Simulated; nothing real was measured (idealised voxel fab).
The name of this process module is voxel ribs on slabs.
The width of the displayed cross-section, cut, is 150 nm; its cells are square, with a size of 5 nm.
We lay out every cross-section as a grid of square cells and spell it out in bands from the top down, where one band means one or more rows of cells. Heights first: top, then bottom, in nm. Then materials, left to right, each with a width in nm. "edge to edge" on a single material: fills the band edge to edge. "air": empty space. Basically, 0 is our baseline, since under it the wafer straight out of the box is all one material. The bottom band has no lower end and keeps on going down, so it looks like "z 0 and below". Think of "30 to 40" as a width that walks from the first number to the second as you go down the band, top row to bottom row, taking equal-sized steps from row to row. "nothing altered" means the step left every cell of the cross-section as it was. "Closed empty spaces" means: voids of 8 cells or more that are shut off from the top with no open way through. Written width x height at distance, distance from the left edge, in nm. after a step's settings: what the simulator itself notes on the step. When a step includes a mask, the "overlay nm" setting on its line states how far to the right of its planned place that mask lay, and negative values state how far to the left.
PLAN
| 1 | RECEIVE, material Si |
| 2 | DIRECTIONAL_DEP, material SiO2, thk nm 20 |
| 3 | DIRECTIONAL_DEP, material polySi, thk nm 15 |
| 4 | PATTERN, tone cover, mask id RIB, material resist, width nm 25, thk nm 20, overlay nm 0 |
| 5 | DIRECTIONAL_ETCH, etch materials polySi, depth nm 10 |
| 6 | STRIP, etch materials resist |
| 7 | PATTERN, tone cover, mask id SLAB, material resist, width nm 85, thk nm 20, overlay nm 0 |
| 8 | DIRECTIONAL_ETCH, etch materials polySi, depth nm 5 |
| 9 | STRIP, etch materials resist |
| 10 | FILL_DEP, material SiO2, thk nm 20 |
| 11 | CMP, height nm 45 |
| 12 | DIRECTIONAL_DEP, material W, thk nm 10 |
| 13 | MASKED_ETCH, tone cover, mask id HEATER, width nm 35, etch materials W, depth nm 10, overlay nm 0 |
| 14 | CONFORMAL_DEP, material SiN, thk nm 10 |
DELIVERED WAFER IN CROSS-SECTION: STATE AFTER STEP 1
* z 0 and below = Si edge to edge
* Closed empty spaces: none
CROSS-SECTION: FIRST OF TWO WAFERS, MODULE FINISHED, RUN ACCORDING TO PLAN
* z 65 to 55 = air 45 nm, SiN 55 nm, air 50 nm
* z 55 to 45 = SiN 55 nm, W 35 nm, SiN 60 nm
* z 45 to 35 = SiO2 edge to edge
* z 35 to 25 = SiO2 60 nm, polySi 25 nm, SiO2 65 nm
* z 25 to 20 = SiO2 30 nm, polySi 85 nm, SiO2 35 nm
* z 20 to 0 = SiO2 edge to edge
* z 0 and below = Si edge to edge
* Closed empty spaces: none
SECOND WAFER CROSS-SECTION AT END OF MODULE - SHARED START AND PLAN WITH THE FIRST, ONE MISTAKE IN THE RUN
* z 60 to 55 = air 45 nm, SiN 55 nm, air 50 nm
* z 55 to 50 = SiN edge to edge
* z 50 to 45 = SiN 55 nm, W 35 nm, SiN 60 nm
* z 45 to 35 = SiO2 edge to edge
* z 35 to 25 = SiO2 60 nm, polySi 25 nm, SiO2 65 nm
* z 25 to 20 = SiO2 30 nm, polySi 85 nm, SiO2 35 nm
* z 20 to 0 = SiO2 edge to edge
* z 0 and below = Si edge to edge
* Closed empty spaces: none
Processing error: for step 12, the planned setting was not used; the step was instead run as DIRECTIONAL_DEP, material W, thk nm 5
Counted in cells at the end, the second wafer holds more or fewer of these materials than the first: SiN: 4 fewer; W: 7 fewer
